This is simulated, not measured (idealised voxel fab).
The process module presented herein is designated voxel double patterning.
Section shown: cut. Width: 295 nm. Cell size: 5 nm, square.
Square cells in a grid make up a cross-section in this document, and the grid is given as bands, listed from the top down, each one or more rows of cells.
For a band, the entry starts with two heights in nm, that of the top and then that of the bottom, and carries on with the band's materials in order from left to right, each alongside its width in nm; the word "throughout" beside a single material means it fills the band edge to edge, and "blank" means empty space.
It should be noted that heights are counted from 0, beneath which the wafer as supplied is of one material throughout, and that the lowest band possesses no lower boundary but continues downward, as written in "top 0, no bottom".
A width given as "30->40" starts at the first number in the band's top row and ends at the second number in its bottom row, shifting by an equal amount at every step from row to row.
"no change" (step): cross-section cells unchanged, all of them.
Sealed voids: empty space of 8 cells or more with no open way to the top, each as width x height at its distance from the left edge, in nm
Formally, on a step line, whatever follows the settings is a remark that the simulator itself makes on the step.
A step line may carry the setting "overlay nm", which, for steps involving a mask, states the distance by which the mask lay to the right of its intended position; negative values denote displacement to the left.
### Steps planned for the process
1. RECEIVE (material Si)
2. CONFORMAL_DEP (material SiO2; thk nm 10)
3. DIRECTIONAL_DEP (material W; thk nm 10)
4. DIRECTIONAL_DEP (material SiN; thk nm 5)
5. MASKED_ETCH (tone open; mask id FIRST; width nm 15; pitch nm 50; etch materials SiN; depth nm 5; overlay nm 0)
6. DIRECTIONAL_DEP (material aC; thk nm 10)
7. PATTERN (tone open; mask id SECOND; material resist; width nm 15; pitch nm 50; thk nm 25; overlay nm 0)
8. DIRECTIONAL_ETCH (etch materials aC; depth nm 10)
9. STRIP (etch materials resist)
10. DIRECTIONAL_ETCH (etch materials SiN; depth nm 5)
11. STRIP (etch materials aC)
12. DIRECTIONAL_ETCH (etch materials W; depth nm 10)
13. STRIP (etch materials SiN)
### The first of two wafers, run as planned
### Incoming wafer, cross-sectional view, post step 1
    top 0, no bottom: Si throughout
    Sealed voids: none
### Take a look at the wafer's cross-section after step 2
    top 10, bottom 0: SiO2 throughout
    Lower than 0, everything is as it was.
### Take a look at the wafer's cross-section after step 3
    top 20, bottom 10: W throughout
    Lower than 10, everything is as it was.
### Take a look at the wafer's cross-section after step 4
    top 25, bottom 20: SiN throughout
    Lower than 20, everything is as it was.
### Take a look at the wafer's cross-section after step 5
    top 25, bottom 20: SiN 90, then blank 15, then SiN 35, then blank 15, then SiN 35, then blank 15, then SiN 90
    Lower than 20, everything is as it was.
### Take a look at the wafer's cross-section after step 6
    top 35, bottom 30: aC 90, then blank 15, then aC 35, then blank 15, then aC 35, then blank 15, then aC 90
    top 30, bottom 25: aC throughout
    top 25, bottom 20: SiN 90, then aC 15, then SiN 35, then aC 15, then SiN 35, then aC 15, then SiN 90
    Lower than 20, everything is as it was.
### Take a look at the wafer's cross-section after step 7
    top 60, bottom 35: resist 115, then blank 15, then resist 35, then blank 15, then resist 115
    top 35, bottom 30: aC 90, then resist 15, then aC 35, then resist 15, then aC 35, then resist 15, then aC 90
    Lower than 30, everything is as it was.
### Take a look at the wafer's cross-section after step 8
    top 50, bottom 35: resist 115, then blank 15, then resist 35, then blank 15, then resist 115
    top 35, bottom 30: aC 90, then resist 15, then aC 10, then blank 15, then aC 10, then resist 15, then aC 10, then blank 15, then aC 10, then resist 15, then aC 90
    top 30, bottom 25: aC 115, then blank 15, then aC 35, then blank 15, then aC 115
    Lower than 25, everything is as it was.
### Take a look at the wafer's cross-section after step 9
    top 35, bottom 30: aC 90, then blank 15, then aC 10, then blank 15, then aC 10, then blank 15, then aC 10, then blank 15, then aC 10, then blank 15, then aC 90
    Lower than 30, everything is as it was.
### Take a look at the wafer's cross-section after step 10
    top 35, bottom 30: aC 90, then blank 15, then aC 10, then blank 15, then aC 10, then blank 15, then aC 10, then blank 15, then aC 10, then blank 15, then aC 90
    top 30, bottom 25: aC 115, then blank 15, then aC 35, then blank 15, then aC 115
    top 25, bottom 20: SiN 90, then aC 15, then SiN 10, then blank 15, then SiN 10, then aC 15, then SiN 10, then blank 15, then SiN 10, then aC 15, then SiN 90
    Lower than 20, everything is as it was.
### Take a look at the wafer's cross-section after step 11
    top 25, bottom 20: SiN 90, then blank 15, then SiN 10, then blank 15, then SiN 10, then blank 15, then SiN 10, then blank 15, then SiN 10, then blank 15, then SiN 90
    Lower than 20, everything is as it was.
### Take a look at the wafer's cross-section after step 12
    top 25, bottom 20: SiN 90, then blank 15, then SiN 10, then blank 15, then SiN 10, then blank 15, then SiN 10, then blank 15, then SiN 10, then blank 15, then SiN 90
    top 20, bottom 10: W 90, then blank 15, then W 10, then blank 15, then W 10, then blank 15, then W 10, then blank 15, then W 10, then blank 15, then W 90
    Lower than 10, everything is as it was.
### Take a look at the wafer's cross-section after step 13
    top 20, bottom 10: W 90, then blank 15, then W 10, then blank 15, then W 10, then blank 15, then W 10, then blank 15, then W 10, then blank 15, then W 90
    Lower than 10, everything is as it was.
### Second wafer, same starting conditions and recipe as the first, one mistake in executing it, nothing differs from the first up to and including step 6
### Cross-sectional view of the second wafer at the intended end time of process step 7
    top 60, bottom 35: blank 115, then resist 15, then blank 35, then resist 15, then blank 115
    Lower than 35, everything is as it was.
### Cross-sectional view of the second wafer at the intended end time of process step 8
    top 50, bottom 35: blank 115, then resist 15, then blank 35, then resist 15, then blank 115
    top 35, bottom 25: blank 115, then aC 15, then blank 35, then aC 15, then blank 115
    top 25, bottom 20: SiN 90, then blank 15, then SiN 35, then blank 15, then SiN 35, then blank 15, then SiN 90
    Lower than 20, everything is as it was.
### Cross-sectional view of the second wafer at the intended end time of process step 9
    top 35, bottom 25: blank 115, then aC 15, then blank 35, then aC 15, then blank 115
    Lower than 25, everything is as it was.
### Cross-sectional view of the second wafer at the intended end time of process step 10
    top 35, bottom 25: blank 115, then aC 15, then blank 35, then aC 15, then blank 115
    top 25, bottom 20: blank 115, then SiN 15, then blank 35, then SiN 15, then blank 115
    Lower than 20, everything is as it was.
### Cross-sectional view of the second wafer at the intended end time of process step 11
    top 25, bottom 20: blank 115, then SiN 15, then blank 35, then SiN 15, then blank 115
    Lower than 20, everything is as it was.
### Cross-sectional view of the second wafer at the intended end time of process step 12
    top 25, bottom 20: blank 115, then SiN 15, then blank 35, then SiN 15, then blank 115
    top 20, bottom 10: blank 115, then W 15, then blank 35, then W 15, then blank 115
    Lower than 10, everything is as it was.
### Cross-sectional view of the second wafer at the intended end time of process step 13
    top 20, bottom 10: blank 115, then W 15, then blank 35, then W 15, then blank 115
    Lower than 10, everything is as it was.
What was the processing mistake? so step 7 ended up running with a different setting than we planned, it ran as PATTERN (tone cover; mask id SECOND; material resist; width nm 15; pitch nm 50; thk nm 25; overlay nm 0)
Final difference in cells, second wafer against first, listed per material as more or fewer: W -76
